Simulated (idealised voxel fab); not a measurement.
Process module under the name voxel self aligned contacts
The width of the displayed cross-section, cut, is 240 nm; its cells are square, with a size of 5 nm.
A cross-section is a grid of square cells, given in bands from the top down. A band is one or more rows of cells. Band: top and bottom heights (nm) first, top before bottom; then materials from left to right, widths in nm. "throughout" marks a sole material filling the band edge to edge. "blank" denotes empty space. Height datum 0, below which the as-received substrate wafer is one material. Lowest band open at the bottom, running downward: "0 nm and below". Width spec "30 to 40" -> top row of cells at first value, bottom row at second value, equal per-row change in between. The designation "no modifications", where it is given for a processing step, indicates that no cell of the cross-section was altered in the course of that step. Entry "Non-vented voids" = empty spaces >= 8 cells with no open way to the top; each as width x height at distance, distance from left edge, all nm. Read whatever lies past the settings on a step's line as the simulator's own remark about the step. overlay nm: for a step with a mask, the amount by which the mask lay right of where it was planned; a negative amount means left of it.
-- The planned process steps are enumerated hereunder
1,RECEIVE (material Si)
2,OXIDIZE (depth nm 5)
3,DIRECTIONAL_DEP (material polySi; thk nm 20)
4,DIRECTIONAL_DEP (material SiN; thk nm 20)
5,DIRECTIONAL_DEP (material aC; thk nm 15)
6,PATTERN (tone cover; mask id GATE; material resist; width nm 30; pitch nm 70; thk nm 30; overlay nm 0)
7,DIRECTIONAL_ETCH (etch materials aC; depth nm 15)
8,STRIP (etch materials resist)
9,DIRECTIONAL_ETCH (etch materials SiN; depth nm 20)
10,DIRECTIONAL_ETCH (etch materials polySi; depth nm 20)
11,STRIP (etch materials aC)
12,CONFORMAL_DEP (material SiN; thk nm 10)
13,DIRECTIONAL_ETCH (etch materials SiN; depth nm 10)
14,FILL_DEP (material SiO2; thk nm 20)
15,CMP (height nm 50)
16,PATTERN (tone open; mask id CONTACT; material resist; width nm 50; thk nm 20; overlay nm 0)
17,DIRECTIONAL_ETCH (etch materials SiO2; depth nm 55)
18,STRIP (etch materials resist)
19,CONFORMAL_DEP (material TiN; thk nm 5)
20,FILL_DEP (material W; thk nm 10)
21,CMP (height nm 50)
22,CONFORMAL_DEP (material SiCN; thk nm 5)
-- Cross-sectional view of the wafer in its as-received condition, corresponding to the state after step 1
- 0 nm and below = Si throughout
- Non-vented voids: none
-- a wafer at the end: this start, this plan, one mistake
- 55 nm to 50 nm = SiCN throughout
- 50 nm to 40 nm = 60 SiO2, 50 SiN, 5 TiN, 10 W, 5 TiN, 50 SiN, 60 SiO2
- 40 nm to 25 nm = 60 SiO2, 10 SiN, 30 polySi, 10 SiN, 5 TiN, 10 W, 5 TiN, 10 SiN, 30 polySi, 10 SiN, 60 SiO2
- 25 nm to 20 nm = 60 SiO2, 10 SiN, 30 polySi, 10 SiN, 20 TiN, 10 SiN, 30 polySi, 10 SiN, 60 SiO2
- 20 nm to 0 nm = polySi throughout
- 0 nm to -5 nm = SiO2 throughout
- -5 nm and below = Si throughout
- Non-vented voids: none
What was the processing mistake? heads up, step 3 of the plan got done twice
